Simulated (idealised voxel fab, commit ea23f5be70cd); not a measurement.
Process module name: voxel self aligned vias
This is section cut - it's 265 nm across, gridded in 5 nm square cells.
A cross-section in this document is a grid of square cells, and it is written down as bands, the top band listed before the ones below it; a band is made up of one or more rows of cells.
Heads up on the band format: heights come first, top then bottom, in nm. After that it's the materials left to right, each with its width in nm. A single material flagged "throughout" fills the whole band edge to edge, and "empty" means there's empty space there.
Basically, 0 is our baseline, since under it the wafer straight out of the box is all one material. The bottom band has no lower end and keeps on going down, so it looks like "z 0 and below".
So if you see something like "30->40" for the width, read it as the top row of the band sitting at the first number and the bottom row at the second, with every row in between moving by the same amount as the last.
"remained unchanged" -> step changed no cross-section cell.
"Sealed internal cavities": sealed empty spaces, 8 cells or more, no open way to top, listed width x height at distance, with distance from the left edge and width, height and distance in nm.
On a step's line, text after the settings is the simulator commenting on that step.
Steps that use a mask can have "overlay nm" on their line. It says how far the mask sat to the right of where it was meant to be. Negative means to the left.

Process steps foreseen in the plan
- 1: RECEIVE,material Si
- 2: CONFORMAL_DEP,material SiO2,thk nm 15
- 3: CONFORMAL_DEP,material SiCN,thk nm 5
- 4: DIRECTIONAL_DEP,material lowk,thk nm 30
- 5: MASKED_ETCH,tone open,mask id LINES,width nm 25,pitch nm 75,etch materials lowk,depth nm 30,overlay nm 0
- 6: CONFORMAL_DEP,material TiN,thk nm 5
- 7: FILL_DEP,material Ru,thk nm 10
- 8: CMP,height nm 50
- 9: SELECTIVE_ETCH,etch materials W Ru TiN,depth nm 5
- 10: FILL_DEP,material SiN,thk nm 10
- 11: CMP,height nm 50
- 12: DIRECTIONAL_DEP,material lowk,thk nm 20
- 13: PATTERN,tone open,mask id VIAS,material resist,width nm 45,thk nm 20,overlay nm 0
- 14: DIRECTIONAL_ETCH,etch materials lowk,depth nm 20
- 15: DIRECTIONAL_ETCH,etch materials SiN,depth nm 5
- 16: STRIP,etch materials resist
- 17: CONFORMAL_DEP,material TiN,thk nm 5
- 18: FILL_DEP,material W,thk nm 10
- 19: CMP,height nm 70
- 20: CONFORMAL_DEP,material SiN,thk nm 5

Shown in cross-section is the wafer as received, that is, as it stands after step 1
z 0 and below: Si throughout
Sealed internal cavities: none

Cross-section, first of two wafers, end of module, run as planned
z 75 to 70: SiN throughout
z 70 to 55: lowk 70, then TiN 5, then W 35, then TiN 5, then lowk 150
z 55 to 50: lowk 70, then TiN 15, then W 15, then TiN 15, then lowk 150
z 50 to 45: lowk 80, then TiN 25, then lowk 50, then SiN 25, then lowk 85
z 45 to 25: lowk 80, then TiN 5, then Ru 15, then TiN 5, then lowk 50, then TiN 5, then Ru 15, then TiN 5, then lowk 85
z 25 to 20: lowk 80, then TiN 25, then lowk 50, then TiN 25, then lowk 85
z 20 to 15: SiCN throughout
z 15 to 0: SiO2 throughout
z 0 and below: Si throughout
Sealed internal cavities: none

Cross-sectional image of the second wafer of the two following completion of the module. Starting state and process plan were the same as for the first wafer; one execution error occurred
z 75 to 70: SiN throughout
z 70 to 55: lowk 70, then TiN 5, then W 35, then TiN 5, then lowk 150
z 55 to 50: lowk 70, then TiN 15, then W 20, then TiN 10, then lowk 150
z 50 to 45: lowk 80, then TiN 30, then lowk 45, then SiN 30, then lowk 80
z 45 to 25: lowk 80, then TiN 5, then Ru 20, then TiN 5, then lowk 45, then TiN 5, then Ru 20, then TiN 5, then lowk 80
z 25 to 20: lowk 80, then TiN 30, then lowk 45, then TiN 30, then lowk 80
z 20 to 15: SiCN throughout
z 15 to 0: SiO2 throughout
z 0 and below: Si throughout
Sealed internal cavities: none
Which mistake was made when the wafer was run? for step 5, the planned setting was not used; the step was instead run as MASKED_ETCH,tone open,mask id LINES,width nm 30,pitch nm 75,etch materials lowk,depth nm 30,overlay nm 0
Heads up, by the end the second wafer has more or fewer cells of some materials compared to the first: Ru: 8 more | SiN: 1 more | TiN: 2 more | W: 1 more | lowk: 12 fewer
